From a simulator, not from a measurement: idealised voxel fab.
process module | voxel ribs on slabs
cross-section cut | 295 nm wide | cells 5 nm
A cross-section is a grid of square cells, given in bands from the top down. A band is one or more rows of cells.
Each band's line starts with the height of the band's top and of its bottom, in nm. Then come its materials from left to right, each with its width in nm. One material with "throughout" fills the band from edge to edge. "air" is empty space.
Height 0 is the level under which the wafer as received is all one material. The lowest band goes on downwards, as in "0 down".
A width such as "30 to 40" changes by the same amount from each row of cells to the next, from the band's top row to its bottom row.
"no change" after a step means that no cell of the cross-section changed.
closed voids: empty space of 8 cells or more with no open way to the top, each as width x height at its distance from the left edge, in nm
after a step's settings: what the simulator itself notes on the step
overlay nm, on a step with a mask: how far to the right of its planned place the mask lay; to the left if negative
plan
1 op RECEIVE | material Si
2 op DIRECTIONAL_DEP | material SiO2 | thk nm 30
3 op DIRECTIONAL_DEP | material SiN | thk nm 15
4 op PATTERN | tone cover | mask id RIB | material resist | width nm 15 | thk nm 20 | overlay nm 0
5 op DIRECTIONAL_ETCH | etch materials SiN | depth nm 10
6 op STRIP | etch materials resist
7 op MASKED_ETCH | tone cover | mask id SLAB | width nm 75 | etch materials SiN | depth nm 5 | overlay nm 0
8 op FILL_DEP | material SiO2 | thk nm 25
9 op CMP | height nm 65
10 op DIRECTIONAL_DEP | material W | thk nm 10
11 op DIRECTIONAL_DEP | material aC | thk nm 15
12 op PATTERN | tone cover | mask id HEATER | material resist | width nm 25 | thk nm 35 | overlay nm 0
13 op DIRECTIONAL_ETCH | etch materials aC | depth nm 15
14 op STRIP | etch materials resist
15 op DIRECTIONAL_ETCH | etch materials W | depth nm 10
16 op STRIP | etch materials aC
17 op CONFORMAL_DEP | material SiO2 | thk nm 5
first wafer, as planned
as received, after step 1
  0 down: Si throughout
  closed voids: none
after step 2
  30 to 0: SiO2 throughout
  below 0: unchanged
after step 3
  45 to 30: SiN throughout
  below 30: unchanged
after step 4
  65 to 45: air 140 | resist 15 | air 140
  below 45: unchanged
after step 5
  65 to 45: air 140 | resist 15 | air 140
  45 to 35: air 140 | SiN 15 | air 140
  below 35: unchanged
after step 6
  45 to 35: air 140 | SiN 15 | air 140
  below 35: unchanged
after step 7
  45 to 35: air 140 | SiN 15 | air 140
  35 to 30: air 110 | SiN 75 | air 110
  below 30: unchanged
after step 8
  70 to 45: SiO2 throughout
  45 to 35: SiO2 140 | SiN 15 | SiO2 140
  35 to 30: SiO2 110 | SiN 75 | SiO2 110
  below 30: unchanged
after step 9
  65 to 45: SiO2 throughout
  below 45: unchanged
after step 10
  75 to 65: W throughout
  below 65: unchanged
after step 11
  90 to 75: aC throughout
  below 75: unchanged
after step 12
  125 to 90: air 135 | resist 25 | air 135
  below 90: unchanged
after step 13
  110 to 90: air 135 | resist 25 | air 135
  90 to 75: air 135 | aC 25 | air 135
  below 75: unchanged
after step 14
  90 to 75: air 135 | aC 25 | air 135
  below 75: unchanged
after step 15
  90 to 75: air 135 | aC 25 | air 135
  75 to 65: air 135 | W 25 | air 135
  below 65: unchanged
after step 16
  75 to 65: air 135 | W 25 | air 135
  below 65: unchanged
after step 17
  80 to 75: air 130 | SiO2 35 | air 130
  75 to 70: air 130 | SiO2 5 | W 25 | SiO2 5 | air 130
  70 to 65: SiO2 135 | W 25 | SiO2 135
  below 65: unchanged
second wafer: like start, like plan, one mistake. Through step 1 it matches the first wafer
when step 2 should have ended
  30 to 0: aC throughout
  below 0: unchanged
when step 3 should have ended
  45 to 30: SiN throughout
  below 30: unchanged
when step 4 should have ended
  65 to 45: air 140 | resist 15 | air 140
  below 45: unchanged
when step 5 should have ended
  65 to 45: air 140 | resist 15 | air 140
  45 to 35: air 140 | SiN 15 | air 140
  below 35: unchanged
when step 6 should have ended
  45 to 35: air 140 | SiN 15 | air 140
  below 35: unchanged
when step 7 should have ended
  45 to 35: air 140 | SiN 15 | air 140
  35 to 30: air 110 | SiN 75 | air 110
  below 30: unchanged
when step 8 should have ended
  70 to 45: SiO2 throughout
  45 to 35: SiO2 140 | SiN 15 | SiO2 140
  35 to 30: SiO2 110 | SiN 75 | SiO2 110
  below 30: unchanged
when step 9 should have ended
  65 to 45: SiO2 throughout
  below 45: unchanged
when step 10 should have ended
  75 to 65: W throughout
  below 65: unchanged
when step 11 should have ended
  90 to 75: aC throughout
  below 75: unchanged
when step 12 should have ended
  125 to 90: air 135 | resist 25 | air 135
  below 90: unchanged
when step 13 should have ended
  110 to 90: air 135 | resist 25 | air 135
  90 to 75: air 135 | aC 25 | air 135
  below 75: unchanged
when step 14 should have ended
  90 to 75: air 135 | aC 25 | air 135
  below 75: unchanged
when step 15 should have ended
  90 to 75: air 135 | aC 25 | air 135
  75 to 65: air 135 | W 25 | air 135
  below 65: unchanged
when step 16 should have ended
  75 to 65: air 135 | W 25 | air 135
  below 65: unchanged
when step 17 should have ended
  80 to 75: air 130 | SiO2 35 | air 130
  75 to 70: air 130 | SiO2 5 | W 25 | SiO2 5 | air 130
  70 to 65: SiO2 135 | W 25 | SiO2 135
  below 65: unchanged
what went wrong: step 2 ran as: op DIRECTIONAL_DEP | material aC | thk nm 30
at the end the second wafer has, in cells: 354 fewer of SiO2 | 354 more of aC
